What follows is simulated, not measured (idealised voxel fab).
Herein follows the process module entitled voxel tone inversion.
For reference, the cross-section in this document is cut, with width 220 nm and square cells of 5 nm.
Square cells in a grid make up a cross-section in this document, and the grid is given as bands, listed from the top down, each one or more rows of cells. What a band's entry tells you: where the top is and where the bottom is, as heights in nm, and after that what lies inside, material by material from left to right, each with its width in nm. Empty space is written as the word "blank", and a single material marked with the word "full width" occupies the band from edge to edge. Note: height 0 marks the level under which the wafer is uniformly one material as received. Lowest band unbounded below, written "0 and below". A width given as "30..40" starts at the first number in the band's top row and ends at the second number in its bottom row, shifting by an equal amount at every step from row to row. Step note "nothing was modified" = no cross-section cell changed. So "Enclosed cavities" is basically the list of trapped voids: any empty space of 8 cells or more that can't reach the top through an opening. They're written width x height at distance, the distance being from the left edge, and it's all nm. If you see something after the settings on a step's line, that's the simulator's own remark about that step. "overlay nm" answers the question of how far to the right of plan the mask lay on a step that has a mask, and when it is negative the answer is to the left.
PROCESS STEPS (PLANNED)
1: RECEIVE, material Si
2: CONFORMAL_DEP, material SiCN, thk nm 10
3: DIRECTIONAL_DEP, material polySi, thk nm 15
4: PATTERN, tone cover, mask id POSTS, material resist, width nm 15, pitch nm 50, thk nm 20, overlay nm 0
5: DIRECTIONAL_ETCH, etch materials polySi, depth nm 15
6: STRIP, etch materials resist
7: FILL_DEP, material SiO2, thk nm 10
8: CMP, height nm 25
9: STRIP, etch materials polySi
10: CONFORMAL_DEP, material TiN, thk nm 5
11: FILL_DEP, material Ru, thk nm 5
12: CMP, height nm 25
13: CONFORMAL_DEP, material SiN, thk nm 5
What sets these wafers apart? The width nm at step 4. They all start alike, and the plan carries the first wafer's value.
AS-RECEIVED CROSS-SECTION, FIRST OF SEVERAL WAFERS, POST STEP 1
0 and below = Si full width
Enclosed cavities: none
THE TABLE BELOW HAS ONE ROW FOR EACH WAFER; A ROW SHOWS, AS OF THE END OF THE MODULE, HOW MANY CELLS OF EACH MATERIAL THE WAFER HAS GAINED, MARKED (+), OR LOST, MARKED (-), SINCE IT WAS RECEIVED, AND THEN THE WAFER'S CLOSED VOIDS
width nm 15; +6 Ru; +88 SiCN; +44 SiN; +105 SiO2; +21 TiN; Enclosed cavities: none
width nm 20; +12 Ru; +88 SiCN; +44 SiN; +96 SiO2; +24 TiN; Enclosed cavities: none
width nm 25; +18 Ru; +88 SiCN; +44 SiN; +87 SiO2; +27 TiN; Enclosed cavities: none
width nm 30; +24 Ru; +88 SiCN; +44 SiN; +78 SiO2; +30 TiN; Enclosed cavities: none
width nm 35; +30 Ru; +88 SiCN; +44 SiN; +69 SiO2; +33 TiN; Enclosed cavities: none
